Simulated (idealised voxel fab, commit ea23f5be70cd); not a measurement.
process module | voxel plated lines
cross-section cut | 235 nm wide | cells 5 nm
A cross-section is a grid of square cells, given in bands from the top down. A band is one or more rows of cells.
Each band's line starts with the height of the band's top and of its bottom, in nm. Then come its materials from left to right, each with its width in nm. One material with "throughout" fills the band from edge to edge. "air" is empty space.
Height 0 is the level under which the wafer as received is all one material. The lowest band goes on downwards, as in "0 down".
A width such as "30 to 40" changes by the same amount from each row of cells to the next, from the band's top row to its bottom row.
"no change" after a step means that no cell of the cross-section changed.
closed voids: empty space of 8 cells or more with no open way to the top, each as width x height at its distance from the left edge, in nm
after a step's settings: what the simulator itself notes on the step
overlay nm, on a step with a mask: how far to the right of its planned place the mask lay; to the left if negative
plan
1 op RECEIVE | material Si
2 op CONFORMAL_DEP | material SiO2 | thk nm 15
3 op DIRECTIONAL_DEP | material TiN | thk nm 5
4 op PATTERN | tone open | mask id LINES | material resist | width nm 15 | pitch nm 35 | thk nm 35 | overlay nm 0
5 op EPI | material Ru | thk nm 5
6 op EPI | material Ru | thk nm 10
7 op EPI | material Ru | thk nm 5
8 op STRIP | etch materials resist
9 op DIRECTIONAL_ETCH | etch materials TiN | depth nm 5
10 op CONFORMAL_DEP | material SiN | thk nm 5
first wafer, as planned
as received, after step 1
  0 down: Si throughout
  closed voids: none
after step 2
  15 to 0: SiO2 throughout
  below 0: unchanged
after step 3
  20 to 15: TiN throughout
  below 15: unchanged
after step 4
  55 to 20: resist 90 | air 15 | resist 20 | air 15 | resist 95
  below 20: unchanged
after step 5
  55 to 25: resist 90 | air 15 | resist 20 | air 15 | resist 95
  25 to 20: resist 90 | Ru 15 | resist 20 | Ru 15 | resist 95
  below 20: unchanged
after step 6
  55 to 35: resist 90 | air 15 | resist 20 | air 15 | resist 95
  35 to 20: resist 90 | Ru 15 | resist 20 | Ru 15 | resist 95
  below 20: unchanged
after step 7
  55 to 40: resist 90 | air 15 | resist 20 | air 15 | resist 95
  40 to 20: resist 90 | Ru 15 | resist 20 | Ru 15 | resist 95
  below 20: unchanged
after step 8
  40 to 20: air 90 | Ru 15 | air 20 | Ru 15 | air 95
  below 20: unchanged
after step 9
  40 to 20: air 90 | Ru 15 | air 20 | Ru 15 | air 95
  20 to 15: air 90 | TiN 15 | air 20 | TiN 15 | air 95
  below 15: unchanged
after step 10
  45 to 40: air 85 | SiN 25 | air 10 | SiN 25 | air 90
  40 to 20: air 85 | SiN 5 | Ru 15 | SiN 5 | air 10 | SiN 5 | Ru 15 | SiN 5 | air 90
  20 to 15: SiN 90 | TiN 15 | SiN 20 | TiN 15 | SiN 95
  below 15: unchanged
second wafer: like start, like plan, one mistake. Through step 1 it matches the first wafer
when step 2 should have ended
  5 to 0: TiN throughout
  below 0: unchanged
when step 3 should have ended
  20 to 5: SiO2 throughout
  below 5: unchanged
when step 4 should have ended
  55 to 20: resist 90 | air 15 | resist 20 | air 15 | resist 95
  below 20: unchanged
when step 5 should have ended: no change
when step 6 should have ended: no change
when step 7 should have ended: no change
when step 8 should have ended
  20 to 5: SiO2 throughout
  below 5: unchanged
when step 9 should have ended: no change
when step 10 should have ended
  25 to 20: SiN throughout
  below 20: unchanged
what went wrong: steps 2 and 3 were swapped
at the end the second wafer has, in cells: 24 fewer of Ru | 20 fewer of SiN | 41 more of TiN
